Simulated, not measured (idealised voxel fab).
Process module under the name voxel ribs on slabs
This is section cut - it's 290 nm across, gridded in 5 nm square cells.
This document writes a cross-section as a grid whose cells are square, and gives it as bands, listed from the top down; one or more rows of cells form a band. Quick guide to a band line: top height, bottom height (nm) up front; then every material left to right with its width in nm. Only one material and it's marked "full width"? Then it fills the band edge to edge. And "blank" just means empty space. Heights are reckoned from 0. Under this level, the received wafer is all of one material. The bottommost band is open-ended downward, for example "z 0 and below". A width given as "30..40" starts at the first number in the band's top row and ends at the second number in its bottom row, shifting by an equal amount at every step from row to row. Where the words "left unchanged" appear for a step, the cross-section shows no cell changed by that step; every cell remained as before. This entry, "Trapped void list", enumerates those empty regions of no fewer than 8 cells that possess no open connection to the top. Each region is reported in the form width x height at distance, the distance being taken from the left edge, with all three quantities expressed in nm. Anything after a step's settings on that line? It's the simulator's own note about the step. overlay nm: on a step with a mask, how far right of its planned place the mask lay; negative means left.
Process steps (planned)
1,RECEIVE [material Si]
2,DIRECTIONAL_DEP [material SiO2] [thk nm 25]
3,DIRECTIONAL_DEP [material polySi] [thk nm 20]
4,DIRECTIONAL_DEP [material aC] [thk nm 15]
5,PATTERN [tone cover] [mask id RIB] [material resist] [width nm 25] [thk nm 35] [overlay nm 0]
6,DIRECTIONAL_ETCH [etch materials aC] [depth nm 15]
7,STRIP [etch materials resist]
8,DIRECTIONAL_ETCH [etch materials polySi] [depth nm 5]
9,STRIP [etch materials aC]
10,DIRECTIONAL_DEP [material aC] [thk nm 15]
11,PATTERN [tone cover] [mask id SLAB] [material resist] [width nm 85] [thk nm 30] [overlay nm 0]
12,DIRECTIONAL_ETCH [etch materials aC] [depth nm 15]
13,STRIP [etch materials resist]
14,DIRECTIONAL_ETCH [etch materials polySi] [depth nm 15]
15,STRIP [etch materials aC]
16,FILL_DEP [material SiO2] [thk nm 20]
17,CMP [height nm 55]
18,DIRECTIONAL_DEP [material TiN] [thk nm 10]
19,PATTERN [tone cover] [mask id HEATER] [material resist] [width nm 35] [thk nm 20] [overlay nm 0]
20,DIRECTIONAL_ETCH [etch materials TiN] [depth nm 10]
21,STRIP [etch materials resist]
22,CONFORMAL_DEP [material SiO2] [thk nm 10]
So this is the incoming wafer in cross-section - it's already been through step 1
    z 0 and below: Si full width
    Trapped void list: none
First of two wafers at the end of the module, shown in cross-section; run carried out as planned
    z 75 to 65: blank=115  SiO2=55  blank=120
    z 65 to 55: SiO2=125  TiN=35  SiO2=130
    z 55 to 45: SiO2 full width
    z 45 to 40: SiO2=130  polySi=25  SiO2=135
    z 40 to 25: SiO2=100  polySi=85  SiO2=105
    z 25 to 0: SiO2 full width
    z 0 and below: Si full width
    Trapped void list: none
End of module, second wafer, cross-section. Started like the first, planned like the first, run with one mistake
    z 75 to 65: blank=115  SiO2=55  blank=120
    z 65 to 55: SiO2=125  TiN=35  SiO2=130
    z 55 to 20: SiO2 full width
    z 20 to 0: polySi full width
    z 0 and below: Si full width
    Trapped void list: none
What went wrong in running the wafer? swap of plan steps 2 and 3 during execution
Final tally in cells, some materials are higher or lower on the second wafer than on the first: SiO2 -176 | polySi +176
